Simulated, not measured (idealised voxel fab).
The process module presented herein is designated voxel spacer lines.
265 nm wide, 5 nm square cells: that's cross-section cut.
Throughout this document, each cross-section is represented as a grid of square cells and is presented as a sequence of bands enumerated from the top downward, where a band comprises one or more rows of cells.
In this notation a band is specified by the heights of its top and bottom, in that order and in nm, after which its materials appear from left to right, each paired with its width in nm. The word "edge to edge" attached to a single material means that material fills the band from edge to edge; the word "air" stands for empty space.
Note: height 0 marks the level under which the wafer is uniformly one material as received. Lowest band unbounded below, written "from 0 down".
Width: "30..40" (first number = top row, second number = bottom row, same change from row to row of cells).
"nothing changed", as given for a step, is the statement that not any cell of the cross-section underwent a change during that step.
Basically, "Enclosed void list" tells you about the enclosed voids: empty spaces with no open way to the top, 8 cells or bigger, each written width x height at distance, where distance is from the left edge, all in nm.
What comes after the settings on a step's line is commentary from the simulator itself on that step.
The setting "overlay nm" may be written on the line of a step. When the step uses a mask, the value reports how far to the right of the planned place the mask lay, and a negative value reports that it lay to the left.
Quick note on how to read the rest: it's all pairs. You get the cross-section before a process step and the one after, but the after one only goes down as far as the lowest band that changed. The step in between, with its settings, sits under the pair. Heads up, the pairs can come from different runs of this module on the same starting wafer, so don't assume a pair picks up from the one above unless its "Pre-processing view" entry says it does.
## Pre-processing view
> from 0 down: Si edge to edge
> Enclosed void list: none
## Cross-Section Thereafter
> from 10 to 0: Al2O3 edge to edge
> Everything below 0 is unchanged.
> Enclosed void list: none
The cross-sections above show the structure before and after this step: CONFORMAL_DEP (material Al2O3; thk nm 10)
Pre-processing view: equal to the after panel directly above.
## Cross-Section Thereafter
> from 20 to 10: TiN edge to edge
> Everything below 10 is unchanged.
> Enclosed void list: none
The cross-sections above show the structure before and after this step: DIRECTIONAL_DEP (material TiN; thk nm 10)
Pre-processing view: equal to the after panel directly above.
## Cross-Section Thereafter
> from 45 to 20: aC edge to edge
> Everything below 20 is unchanged.
> Enclosed void list: none
The cross-sections above show the structure before and after this step: DIRECTIONAL_DEP (material aC; thk nm 25)
Pre-processing view: equal to the after panel directly above.
## Cross-Section Thereafter
> from 80 to 45: air (50)  resist (20)  air (50)  resist (20)  air (50)  resist (20)  air (55)
> Everything below 45 is unchanged.
> Enclosed void list: none
The cross-sections above show the structure before and after this step: PATTERN (tone cover; mask id MANDREL; material resist; width nm 20; pitch nm 70; thk nm 35; overlay nm 0)
Pre-processing view: equal to the after panel directly above.
## Cross-Section Thereafter
> from 55 to 45: air (50)  resist (20)  air (50)  resist (20)  air (50)  resist (20)  air (55)
> from 45 to 20: air (50)  aC (20)  air (50)  aC (20)  air (50)  aC (20)  air (55)
> Everything below 20 is unchanged.
> Enclosed void list: none
The cross-sections above show the structure before and after this step: DIRECTIONAL_ETCH (etch materials aC; depth nm 25)
Pre-processing view: equal to the after panel directly above.
## Cross-Section Thereafter
> from 45 to 20: air (50)  aC (20)  air (50)  aC (20)  air (50)  aC (20)  air (55)
> Everything below 20 is unchanged.
> Enclosed void list: none
The cross-sections above show the structure before and after this step: STRIP (etch materials resist)
Pre-processing view: equal to the after panel directly above.
## Cross-Section Thereafter
> from 60 to 45: air (35)  SiO2 (50)  air (20)  SiO2 (50)  air (20)  SiO2 (50)  air (40)
> from 45 to 35: air (35)  SiO2 (15)  aC (20)  SiO2 (15)  air (20)  SiO2 (15)  aC (20)  SiO2 (15)  air (20)  SiO2 (15)  aC (20)  SiO2 (15)  air (40)
> from 35 to 20: SiO2 (50)  aC (20)  SiO2 (50)  aC (20)  SiO2 (50)  aC (20)  SiO2 (55)
> Everything below 20 is unchanged.
> Enclosed void list: none
The cross-sections above show the structure before and after this step: CONFORMAL_DEP (material SiO2; thk nm 15)
Pre-processing view: equal to the after panel directly above.
## Cross-Section Thereafter
> from 45 to 20: air (35)  SiO2 (15)  aC (20)  SiO2 (15)  air (20)  SiO2 (15)  aC (20)  SiO2 (15)  air (20)  SiO2 (15)  aC (20)  SiO2 (15)  air (40)
> Everything below 20 is unchanged.
> Enclosed void list: none
The cross-sections above show the structure before and after this step: DIRECTIONAL_ETCH (etch materials SiO2; depth nm 15)
Pre-processing view: equal to the after panel directly above.
## Cross-Section Thereafter
> from 45 to 20: air (35)  SiO2 (15)  air (20)  SiO2 (15)  air (20)  SiO2 (15)  air (20)  SiO2 (15)  air (20)  SiO2 (15)  air (20)  SiO2 (15)  air (40)
> Everything below 20 is unchanged.
> Enclosed void list: none
The cross-sections above show the structure before and after this step: STRIP (etch materials aC)
Pre-processing view: equal to the after panel directly above.
## Cross-Section Thereafter
> from 45 to 20: air (35)  SiO2 (15)  air (20)  SiO2 (15)  air (20)  SiO2 (15)  air (20)  SiO2 (15)  air (20)  SiO2 (15)  air (20)  SiO2 (15)  air (40)
> from 20 to 10: air (35)  TiN (15)  air (20)  TiN (15)  air (20)  TiN (15)  air (20)  TiN (15)  air (20)  TiN (15)  air (20)  TiN (15)  air (40)
> Everything below 10 is unchanged.
> Enclosed void list: none
The cross-sections above show the structure before and after this step: DIRECTIONAL_ETCH (etch materials TiN; depth nm 10)
Pre-processing view: equal to the after panel directly above.
## Cross-Section Thereafter
> from 20 to 10: air (35)  TiN (15)  air (20)  TiN (15)  air (20)  TiN (15)  air (20)  TiN (15)  air (20)  TiN (15)  air (20)  TiN (15)  air (40)
> Everything below 10 is unchanged.
> Enclosed void list: none
The cross-sections above show the structure before and after this step: STRIP (etch materials SiO2)
## Pre-processing view
> from 0 down: Si edge to edge
> Enclosed void list: none
## Cross-Section Thereafter
> from 10 to 0: TiN edge to edge
> Everything below 0 is unchanged.
> Enclosed void list: none
The cross-sections above show the structure before and after this step: DIRECTIONAL_DEP (material TiN; thk nm 10)
Pre-processing view: equal to the after panel directly above.
## Cross-Section Thereafter
> from 35 to 10: aC edge to edge
> Everything below 10 is unchanged.
> Enclosed void list: none
The cross-sections above show the structure before and after this step: DIRECTIONAL_DEP (material aC; thk nm 25)
Pre-processing view: equal to the after panel directly above.
## Cross-Section Thereafter
> from 70 to 35: air (50)  resist (20)  air (50)  resist (20)  air (50)  resist (20)  air (55)
> Everything below 35 is unchanged.
> Enclosed void list: none
The cross-sections above show the structure before and after this step: PATTERN (tone cover; mask id MANDREL; material resist; width nm 20; pitch nm 70; thk nm 35; overlay nm 0)
Pre-processing view: equal to the after panel directly above.
## Cross-Section Thereafter
> from 45 to 35: air (50)  resist (20)  air (50)  resist (20)  air (50)  resist (20)  air (55)
> from 35 to 10: air (50)  aC (20)  air (50)  aC (20)  air (50)  aC (20)  air (55)
> Everything below 10 is unchanged.
> Enclosed void list: none
The cross-sections above show the structure before and after this step: DIRECTIONAL_ETCH (etch materials aC; depth nm 25)
Pre-processing view: equal to the after panel directly above.
## Cross-Section Thereafter
> from 35 to 10: air (50)  aC (20)  air (50)  aC (20)  air (50)  aC (20)  air (55)
> Everything below 10 is unchanged.
> Enclosed void list: none
The cross-sections above show the structure before and after this step: STRIP (etch materials resist)
Pre-processing view: equal to the after panel directly above.
## Cross-Section Thereafter
> from 50 to 35: air (35)  SiO2 (50)  air (20)  SiO2 (50)  air (20)  SiO2 (50)  air (40)
> from 35 to 25: air (35)  SiO2 (15)  aC (20)  SiO2 (15)  air (20)  SiO2 (15)  aC (20)  SiO2 (15)  air (20)  SiO2 (15)  aC (20)  SiO2 (15)  air (40)
> from 25 to 10: SiO2 (50)  aC (20)  SiO2 (50)  aC (20)  SiO2 (50)  aC (20)  SiO2 (55)
> Everything below 10 is unchanged.
> Enclosed void list: none
The cross-sections above show the structure before and after this step: CONFORMAL_DEP (material SiO2; thk nm 15)
Pre-processing view: equal to the after panel directly above.
## Cross-Section Thereafter
> from 35 to 10: air (35)  SiO2 (15)  aC (20)  SiO2 (15)  air (20)  SiO2 (15)  aC (20)  SiO2 (15)  air (20)  SiO2 (15)  aC (20)  SiO2 (15)  air (40)
> Everything below 10 is unchanged.
> Enclosed void list: none
The cross-sections above show the structure before and after this step: DIRECTIONAL_ETCH (etch materials SiO2; depth nm 15)
Pre-processing view: equal to the after panel directly above.
## Cross-Section Thereafter
> from 35 to 10: air (35)  SiO2 (15)  air (20)  SiO2 (15)  air (20)  SiO2 (15)  air (20)  SiO2 (15)  air (20)  SiO2 (15)  air (20)  SiO2 (15)  air (40)
> Everything below 10 is unchanged.
> Enclosed void list: none
The cross-sections above show the structure before and after this step: STRIP (etch materials aC)
Pre-processing view: equal to the after panel directly above.
## Cross-Section Thereafter
> from 35 to 10: air (35)  SiO2 (15)  air (20)  SiO2 (15)  air (20)  SiO2 (15)  air (20)  SiO2 (15)  air (20)  SiO2 (15)  air (20)  SiO2 (15)  air (40)
> from 10 to 0: air (35)  TiN (15)  air (20)  TiN (15)  air (20)  TiN (15)  air (20)  TiN (15)  air (20)  TiN (15)  air (20)  TiN (15)  air (40)
> Everything below 0 is unchanged.
> Enclosed void list: none
The cross-sections above show the structure before and after this step: DIRECTIONAL_ETCH (etch materials TiN; depth nm 10)
Pre-processing view: equal to the after panel directly above.
## Cross-Section Thereafter
> from 10 to 0: air (35)  TiN (15)  air (20)  TiN (15)  air (20)  TiN (15)  air (20)  TiN (15)  air (20)  TiN (15)  air (20)  TiN (15)  air (40)
> Everything below 0 is unchanged.
> Enclosed void list: none
The cross-sections above show the structure before and after this step: STRIP (etch materials SiO2)
## Pre-processing view
> from 45 to 20: air (35)  SiO2 (15)  aC (20)  SiO2 (15)  air (20)  SiO2 (15)  aC (20)  SiO2 (15)  air (20)  SiO2 (15)  aC (20)  SiO2 (15)  air (40)
> from 20 to 10: TiN edge to edge
> from 10 to 0: Al2O3 edge to edge
> from 0 down: Si edge to edge
> Enclosed void list: none
## Cross-Section Thereafter
> from 45 to 30: air (50)  aC (20)  air (50)  aC (20)  air (50)  aC (20)  air (55)
> Everything below 30 is unchanged.
> Enclosed void list: none
The cross-sections above show the structure before and after this step: DIRECTIONAL_ETCH (etch materials SiO2; depth nm 15)
Pre-processing view: equal to the after panel directly above.
## Cross-Section Thereafter
> from 30 to 20: air (35)  SiO2 (15)  air (20)  SiO2 (15)  air (20)  SiO2 (15)  air (20)  SiO2 (15)  air (20)  SiO2 (15)  air (20)  SiO2 (15)  air (40)
> Everything below 20 is unchanged.
> Enclosed void list: none
The cross-sections above show the structure before and after this step: STRIP (etch materials aC)
Pre-processing view: equal to the after panel directly above.
## Cross-Section Thereafter
> from 30 to 20: air (35)  SiO2 (15)  air (20)  SiO2 (15)  air (20)  SiO2 (15)  air (20)  SiO2 (15)  air (20)  SiO2 (15)  air (20)  SiO2 (15)  air (40)
> from 20 to 10: air (35)  TiN (15)  air (20)  TiN (15)  air (20)  TiN (15)  air (20)  TiN (15)  air (20)  TiN (15)  air (20)  TiN (15)  air (40)
> Everything below 10 is unchanged.
> Enclosed void list: none
The cross-sections above show the structure before and after this step: DIRECTIONAL_ETCH (etch materials TiN; depth nm 10)
Pre-processing view: equal to the after panel directly above.
## Cross-Section Thereafter
> from 20 to 10: air (35)  TiN (15)  air (20)  TiN (15)  air (20)  TiN (15)  air (20)  TiN (15)  air (20)  TiN (15)  air (20)  TiN (15)  air (40)
> Everything below 10 is unchanged.
> Enclosed void list: none
The cross-sections above show the structure before and after this step: STRIP (etch materials SiO2)
## Pre-processing view
> from 10 to 0: TiN edge to edge
> from 0 down: Si edge to edge
> Enclosed void list: none
## Cross-Section Thereafter
> from 20 to 10: Al2O3 edge to edge
> Everything below 10 is unchanged.
> Enclosed void list: none
The cross-sections above show the structure before and after this step: CONFORMAL_DEP (material Al2O3; thk nm 10)
Pre-processing view: equal to the after panel directly above.
## Cross-Section Thereafter
> from 45 to 20: aC edge to edge
> Everything below 20 is unchanged.
> Enclosed void list: none
The cross-sections above show the structure before and after this step: DIRECTIONAL_DEP (material aC; thk nm 25)
Pre-processing view: equal to the after panel directly above.
## Cross-Section Thereafter
> from 80 to 45: air (50)  resist (20)  air (50)  resist (20)  air (50)  resist (20)  air (55)
> Everything below 45 is unchanged.
> Enclosed void list: none
The cross-sections above show the structure before and after this step: PATTERN (tone cover; mask id MANDREL; material resist; width nm 20; pitch nm 70; thk nm 35; overlay nm 0)
Pre-processing view: equal to the after panel directly above.
## Cross-Section Thereafter
> from 55 to 45: air (50)  resist (20)  air (50)  resist (20)  air (50)  resist (20)  air (55)
> from 45 to 20: air (50)  aC (20)  air (50)  aC (20)  air (50)  aC (20)  air (55)
> Everything below 20 is unchanged.
> Enclosed void list: none
The cross-sections above show the structure before and after this step: DIRECTIONAL_ETCH (etch materials aC; depth nm 25)
Pre-processing view: equal to the after panel directly above.
## Cross-Section Thereafter
> from 45 to 20: air (50)  aC (20)  air (50)  aC (20)  air (50)  aC (20)  air (55)
> Everything below 20 is unchanged.
> Enclosed void list: none
The cross-sections above show the structure before and after this step: STRIP (etch materials resist)
Pre-processing view: equal to the after panel directly above.
## Cross-Section Thereafter
> from 60 to 45: air (35)  SiO2 (50)  air (20)  SiO2 (50)  air (20)  SiO2 (50)  air (40)
> from 45 to 35: air (35)  SiO2 (15)  aC (20)  SiO2 (15)  air (20)  SiO2 (15)  aC (20)  SiO2 (15)  air (20)  SiO2 (15)  aC (20)  SiO2 (15)  air (40)
> from 35 to 20: SiO2 (50)  aC (20)  SiO2 (50)  aC (20)  SiO2 (50)  aC (20)  SiO2 (55)
> Everything below 20 is unchanged.
> Enclosed void list: none
The cross-sections above show the structure before and after this step: CONFORMAL_DEP (material SiO2; thk nm 15)
Pre-processing view: equal to the after panel directly above.
## Cross-Section Thereafter
> from 45 to 20: air (35)  SiO2 (15)  aC (20)  SiO2 (15)  air (20)  SiO2 (15)  aC (20)  SiO2 (15)  air (20)  SiO2 (15)  aC (20)  SiO2 (15)  air (40)
> Everything below 20 is unchanged.
> Enclosed void list: none
The cross-sections above show the structure before and after this step: DIRECTIONAL_ETCH (etch materials SiO2; depth nm 15)
Pre-processing view: equal to the after panel directly above.
## Cross-Section Thereafter
> from 45 to 20: air (35)  SiO2 (15)  air (20)  SiO2 (15)  air (20)  SiO2 (15)  air (20)  SiO2 (15)  air (20)  SiO2 (15)  air (20)  SiO2 (15)  air (40)
> Everything below 20 is unchanged.
> Enclosed void list: none
The cross-sections above show the structure before and after this step: STRIP (etch materials aC)
Pre-processing view: equal to the after panel directly above.
## Cross-Section Thereafter
> from 20 to 10: Al2O3 edge to edge
> Everything below 10 is unchanged.
> Enclosed void list: none
The cross-sections above show the structure before and after this step: STRIP (etch materials SiO2)
## Pre-processing view
> from 45 to 20: air (50)  aC (20)  air (50)  aC (20)  air (50)  aC (20)  air (55)
> from 20 to 10: TiN edge to edge
> from 10 to 0: Al2O3 edge to edge
> from 0 down: Si edge to edge
> Enclosed void list: none
## Cross-Section Thereafter
> from 55 to 45: air (40)  SiO2 (40)  air (30)  SiO2 (40)  air (30)  SiO2 (40)  air (45)
> from 45 to 30: air (40)  SiO2 (10)  aC (20)  SiO2 (10)  air (30)  SiO2 (10)  aC (20)  SiO2 (10)  air (30)  SiO2 (10)  aC (20)  SiO2 (10)  air (45)
> from 30 to 20: SiO2 (50)  aC (20)  SiO2 (50)  aC (20)  SiO2 (50)  aC (20)  SiO2 (55)
> Everything below 20 is unchanged.
> Enclosed void list: none
The cross-sections above show the structure before and after this step: CONFORMAL_DEP (material SiO2; thk nm 10)
Pre-processing view: equal to the after panel directly above.
## Cross-Section Thereafter
> from 45 to 40: air (50)  aC (20)  air (50)  aC (20)  air (50)  aC (20)  air (55)
> from 40 to 20: air (40)  SiO2 (10)  aC (20)  SiO2 (10)  air (30)  SiO2 (10)  aC (20)  SiO2 (10)  air (30)  SiO2 (10)  aC (20)  SiO2 (10)  air (45)
> Everything below 20 is unchanged.
> Enclosed void list: none
The cross-sections above show the structure before and after this step: DIRECTIONAL_ETCH (etch materials SiO2; depth nm 15)
Pre-processing view: equal to the after panel directly above.
## Cross-Section Thereafter
> from 40 to 20: air (40)  SiO2 (10)  air (20)  SiO2 (10)  air (30)  SiO2 (10)  air (20)  SiO2 (10)  air (30)  SiO2 (10)  air (20)  SiO2 (10)  air (45)
> Everything below 20 is unchanged.
> Enclosed void list: none
The cross-sections above show the structure before and after this step: STRIP (etch materials aC)
Pre-processing view: equal to the after panel directly above.
## Cross-Section Thereafter
> from 40 to 20: air (40)  SiO2 (10)  air (20)  SiO2 (10)  air (30)  SiO2 (10)  air (20)  SiO2 (10)  air (30)  SiO2 (10)  air (20)  SiO2 (10)  air (45)
> from 20 to 10: air (40)  TiN (10)  air (20)  TiN (10)  air (30)  TiN (10)  air (20)  TiN (10)  air (30)  TiN (10)  air (20)  TiN (10)  air (45)
> Everything below 10 is unchanged.
> Enclosed void list: none
The cross-sections above show the structure before and after this step: DIRECTIONAL_ETCH (etch materials TiN; depth nm 10)
Pre-processing view: equal to the after panel directly above.
## Cross-Section Thereafter
> from 20 to 10: air (40)  TiN (10)  air (20)  TiN (10)  air (30)  TiN (10)  air (20)  TiN (10)  air (30)  TiN (10)  air (20)  TiN (10)  air (45)
> Everything below 10 is unchanged.
> Enclosed void list: none
The cross-sections above show the structure before and after this step: STRIP (etch materials SiO2)
## Pre-processing view
> from 45 to 20: aC edge to edge
> from 20 to 10: TiN edge to edge
> from 10 to 0: Al2O3 edge to edge
> from 0 down: Si edge to edge
> Enclosed void list: none
## Cross-Section Thereafter
> from 80 to 45: air (55)  resist (15)  air (55)  resist (15)  air (55)  resist (15)  air (55)
> Everything below 45 is unchanged.
> Enclosed void list: none
The cross-sections above show the structure before and after this step: PATTERN (tone cover; mask id MANDREL; material resist; width nm 15; pitch nm 70; thk nm 35; overlay nm 0)
Pre-processing view: equal to the after panel directly above.
## Cross-Section Thereafter
> from 55 to 45: air (55)  resist (15)  air (55)  resist (15)  air (55)  resist (15)  air (55)
> from 45 to 20: air (55)  aC (15)  air (55)  aC (15)  air (55)  aC (15)  air (55)
> Everything below 20 is unchanged.
> Enclosed void list: none
The cross-sections above show the structure before and after this step: DIRECTIONAL_ETCH (etch materials aC; depth nm 25)
Pre-processing view: equal to the after panel directly above.
## Cross-Section Thereafter
> from 45 to 20: air (55)  aC (15)  air (55)  aC (15)  air (55)  aC (15)  air (55)
> Everything below 20 is unchanged.
> Enclosed void list: none
The cross-sections above show the structure before and after this step: STRIP (etch materials resist)
Pre-processing view: equal to the after panel directly above.
## Cross-Section Thereafter
> from 60 to 45: air (40)  SiO2 (45)  air (25)  SiO2 (45)  air (25)  SiO2 (45)  air (40)
> from 45 to 35: air (40)  SiO2 (15)  aC (15)  SiO2 (15)  air (25)  SiO2 (15)  aC (15)  SiO2 (15)  air (25)  SiO2 (15)  aC (15)  SiO2 (15)  air (40)
> from 35 to 20: SiO2 (55)  aC (15)  SiO2 (55)  aC (15)  SiO2 (55)  aC (15)  SiO2 (55)
> Everything below 20 is unchanged.
> Enclosed void list: none
The cross-sections above show the structure before and after this step: CONFORMAL_DEP (material SiO2; thk nm 15)
Pre-processing view: equal to the after panel directly above.
## Cross-Section Thereafter
> from 45 to 20: air (40)  SiO2 (15)  aC (15)  SiO2 (15)  air (25)  SiO2 (15)  aC (15)  SiO2 (15)  air (25)  SiO2 (15)  aC (15)  SiO2 (15)  air (40)
> Everything below 20 is unchanged.
> Enclosed void list: none
The cross-sections above show the structure before and after this step: DIRECTIONAL_ETCH (etch materials SiO2; depth nm 15)
Pre-processing view: equal to the after panel directly above.
## Cross-Section Thereafter
> from 45 to 20: air (40)  SiO2 (15)  air (15)  SiO2 (15)  air (25)  SiO2 (15)  air (15)  SiO2 (15)  air (25)  SiO2 (15)  air (15)  SiO2 (15)  air (40)
> Everything below 20 is unchanged.
> Enclosed void list: none
The cross-sections above show the structure before and after this step: STRIP (etch materials aC)
Pre-processing view: equal to the after panel directly above.
## Cross-Section Thereafter
> from 45 to 20: air (40)  SiO2 (15)  air (15)  SiO2 (15)  air (25)  SiO2 (15)  air (15)  SiO2 (15)  air (25)  SiO2 (15)  air (15)  SiO2 (15)  air (40)
> from 20 to 10: air (40)  TiN (15)  air (15)  TiN (15)  air (25)  TiN (15)  air (15)  TiN (15)  air (25)  TiN (15)  air (15)  TiN (15)  air (40)
> Everything below 10 is unchanged.
> Enclosed void list: none
The cross-sections above show the structure before and after this step: DIRECTIONAL_ETCH (etch materials TiN; depth nm 10)
Pre-processing view: equal to the after panel directly above.
## Cross-Section Thereafter
> from 20 to 10: air (40)  TiN (15)  air (15)  TiN (15)  air (25)  TiN (15)  air (15)  TiN (15)  air (25)  TiN (15)  air (15)  TiN (15)  air (40)
> Everything below 10 is unchanged.
> Enclosed void list: none
The cross-sections above show the structure before and after this step: STRIP (etch materials SiO2)
## Pre-processing view
> from 45 to 20: aC edge to edge
> from 20 to 10: TiN edge to edge
> from 10 to 0: Al2O3 edge to edge
> from 0 down: Si edge to edge
> Enclosed void list: none
## Cross-Section Thereafter
> from 80 to 45: air (55)  resist (20)  air (50)  resist (20)  air (50)  resist (20)  air (50)
> Everything below 45 is unchanged.
> Enclosed void list: none
The cross-sections above show the structure before and after this step: PATTERN (tone cover; mask id MANDREL; material resist; width nm 20; pitch nm 70; thk nm 35; overlay nm 5)
Pre-processing view: equal to the after panel directly above.
## Cross-Section Thereafter
> from 55 to 45: air (55)  resist (20)  air (50)  resist (20)  air (50)  resist (20)  air (50)
> from 45 to 20: air (55)  aC (20)  air (50)  aC (20)  air (50)  aC (20)  air (50)
> Everything below 20 is unchanged.
> Enclosed void list: none
The cross-sections above show the structure before and after this step: DIRECTIONAL_ETCH (etch materials aC; depth nm 25)
Pre-processing view: equal to the after panel directly above.
## Cross-Section Thereafter
> from 45 to 20: air (55)  aC (20)  air (50)  aC (20)  air (50)  aC (20)  air (50)
> Everything below 20 is unchanged.
> Enclosed void list: none
The cross-sections above show the structure before and after this step: STRIP (etch materials resist)
Pre-processing view: equal to the after panel directly above.
## Cross-Section Thereafter
> from 60 to 45: air (40)  SiO2 (50)  air (20)  SiO2 (50)  air (20)  SiO2 (50)  air (35)
> from 45 to 35: air (40)  SiO2 (15)  aC (20)  SiO2 (15)  air (20)  SiO2 (15)  aC (20)  SiO2 (15)  air (20)  SiO2 (15)  aC (20)  SiO2 (15)  air (35)
> from 35 to 20: SiO2 (55)  aC (20)  SiO2 (50)  aC (20)  SiO2 (50)  aC (20)  SiO2 (50)
> Everything below 20 is unchanged.
> Enclosed void list: none
The cross-sections above show the structure before and after this step: CONFORMAL_DEP (material SiO2; thk nm 15)
Pre-processing view: equal to the after panel directly above.
## Cross-Section Thereafter
> from 45 to 20: air (40)  SiO2 (15)  aC (20)  SiO2 (15)  air (20)  SiO2 (15)  aC (20)  SiO2 (15)  air (20)  SiO2 (15)  aC (20)  SiO2 (15)  air (35)
> Everything below 20 is unchanged.
> Enclosed void list: none
The cross-sections above show the structure before and after this step: DIRECTIONAL_ETCH (etch materials SiO2; depth nm 15)
Pre-processing view: equal to the after panel directly above.
## Cross-Section Thereafter
> from 45 to 20: air (40)  SiO2 (15)  air (20)  SiO2 (15)  air (20)  SiO2 (15)  air (20)  SiO2 (15)  air (20)  SiO2 (15)  air (20)  SiO2 (15)  air (35)
> Everything below 20 is unchanged.
> Enclosed void list: none
The cross-sections above show the structure before and after this step: STRIP (etch materials aC)
Pre-processing view: equal to the after panel directly above.
## Cross-Section Thereafter
> from 45 to 20: air (40)  SiO2 (15)  air (20)  SiO2 (15)  air (20)  SiO2 (15)  air (20)  SiO2 (15)  air (20)  SiO2 (15)  air (20)  SiO2 (15)  air (35)
> from 20 to 10: air (40)  TiN (15)  air (20)  TiN (15)  air (20)  TiN (15)  air (20)  TiN (15)  air (20)  TiN (15)  air (20)  TiN (15)  air (35)
> Everything below 10 is unchanged.
> Enclosed void list: none
The cross-sections above show the structure before and after this step: DIRECTIONAL_ETCH (etch materials TiN; depth nm 10)
Pre-processing view: equal to the after panel directly above.
## Cross-Section Thereafter
> from 20 to 10: air (40)  TiN (15)  air (20)  TiN (15)  air (20)  TiN (15)  air (20)  TiN (15)  air (20)  TiN (15)  air (20)  TiN (15)  air (35)
> Everything below 10 is unchanged.
> Enclosed void list: none
The cross-sections above show the structure before and after this step: STRIP (etch materials SiO2)
## Pre-processing view
> from 20 to 10: TiN edge to edge
> from 10 to 0: Al2O3 edge to edge
> from 0 down: Si edge to edge
> Enclosed void list: none
## Cross-Section Thereafter
> from 45 to 10: TiN edge to edge
> Everything below 10 is unchanged.
> Enclosed void list: none
The cross-sections above show the structure before and after this step: DIRECTIONAL_DEP (material TiN; thk nm 25)
Pre-processing view: equal to the after panel directly above.
## Cross-Section Thereafter
> from 80 to 45: air (50)  resist (20)  air (50)  resist (20)  air (50)  resist (20)  air (55)
> Everything below 45 is unchanged.
> Enclosed void list: none
The cross-sections above show the structure before and after this step: PATTERN (tone cover; mask id MANDREL; material resist; width nm 20; pitch nm 70; thk nm 35; overlay nm 0)
Pre-processing view: equal to the after panel directly above.
## Cross-Section Thereafter
> from 55 to 45: air (50)  resist (20)  air (50)  resist (20)  air (50)  resist (20)  air (55)
> Everything below 45 is unchanged.
> Enclosed void list: none
The cross-sections above show the structure before and after this step: DIRECTIONAL_ETCH (etch materials aC; depth nm 25)
Pre-processing view: equal to the after panel directly above.
## Cross-Section Thereafter
> from 45 to 10: TiN edge to edge
> Everything below 10 is unchanged.
> Enclosed void list: none
The cross-sections above show the structure before and after this step: STRIP (etch materials resist)
Pre-processing view: equal to the after panel directly above.
## Cross-Section Thereafter
> from 60 to 45: SiO2 edge to edge
> Everything below 45 is unchanged.
> Enclosed void list: none
The cross-sections above show the structure before and after this step: CONFORMAL_DEP (material SiO2; thk nm 15)
Pre-processing view: equal to the after panel directly above.
## Cross-Section Thereafter
> from 45 to 10: TiN edge to edge
> Everything below 10 is unchanged.
> Enclosed void list: none
The cross-sections above show the structure before and after this step: DIRECTIONAL_ETCH (etch materials SiO2; depth nm 15)
Pre-processing view: equal to the after panel directly above.
## Cross-Section Thereafter
> from 35 to 10: TiN edge to edge
> Everything below 10 is unchanged.
> Enclosed void list: none
The cross-sections above show the structure before and after this step: DIRECTIONAL_ETCH (etch materials TiN; depth nm 10)
## Pre-processing view
> from 45 to 20: aC edge to edge
> from 20 to 10: TiN edge to edge
> from 10 to 0: Al2O3 edge to edge
> from 0 down: Si edge to edge
> Enclosed void list: none
## Cross-Section Thereafter
> from 80 to 45: resist (50)  air (20)  resist (50)  air (20)  resist (50)  air (20)  resist (55)
> Everything below 45 is unchanged.
> Enclosed void list: none
The cross-sections above show the structure before and after this step: PATTERN (tone open; mask id MANDREL; material resist; width nm 20; pitch nm 70; thk nm 35; overlay nm 0)
Pre-processing view: equal to the after panel directly above.
## Cross-Section Thereafter
> from 55 to 45: resist (50)  air (20)  resist (50)  air (20)  resist (50)  air (20)  resist (55)
> from 45 to 20: aC (50)  air (20)  aC (50)  air (20)  aC (50)  air (20)  aC (55)
> Everything below 20 is unchanged.
> Enclosed void list: none
The cross-sections above show the structure before and after this step: DIRECTIONAL_ETCH (etch materials aC; depth nm 25)
Pre-processing view: equal to the after panel directly above.
## Cross-Section Thereafter
> from 45 to 20: aC (50)  air (20)  aC (50)  air (20)  aC (50)  air (20)  aC (55)
> Everything below 20 is unchanged.
> Enclosed void list: none
The cross-sections above show the structure before and after this step: STRIP (etch materials resist)
Pre-processing view: equal to the after panel directly above.
## Cross-Section Thereafter
> from 60 to 45: SiO2 edge to edge
> from 45 to 20: aC (50)  SiO2 (20)  aC (50)  SiO2 (20)  aC (50)  SiO2 (20)  aC (55)
> Everything below 20 is unchanged.
> Enclosed void list: none
The cross-sections above show the structure before and after this step: CONFORMAL_DEP (material SiO2; thk nm 15)
Pre-processing view: equal to the after panel directly above.
## Cross-Section Thereafter
> from 45 to 20: aC (50)  SiO2 (20)  aC (50)  SiO2 (20)  aC (50)  SiO2 (20)  aC (55)
> Everything below 20 is unchanged.
> Enclosed void list: none
The cross-sections above show the structure before and after this step: DIRECTIONAL_ETCH (etch materials SiO2; depth nm 15)
Pre-processing view: equal to the after panel directly above.
## Cross-Section Thereafter
> from 45 to 20: air (50)  SiO2 (20)  air (50)  SiO2 (20)  air (50)  SiO2 (20)  air (55)
> Everything below 20 is unchanged.
> Enclosed void list: none
The cross-sections above show the structure before and after this step: STRIP (etch materials aC)
Pre-processing view: equal to the after panel directly above.
## Cross-Section Thereafter
> from 45 to 20: air (50)  SiO2 (20)  air (50)  SiO2 (20)  air (50)  SiO2 (20)  air (55)
> from 20 to 10: air (50)  TiN (20)  air (50)  TiN (20)  air (50)  TiN (20)  air (55)
> Everything below 10 is unchanged.
> Enclosed void list: none
The cross-sections above show the structure before and after this step: DIRECTIONAL_ETCH (etch materials TiN; depth nm 10)
Pre-processing view: equal to the after panel directly above.
## Cross-Section Thereafter
> from 20 to 10: air (50)  TiN (20)  air (50)  TiN (20)  air (50)  TiN (20)  air (55)
> Everything below 10 is unchanged.
> Enclosed void list: none
The cross-sections above show the structure before and after this step: STRIP (etch materials SiO2)
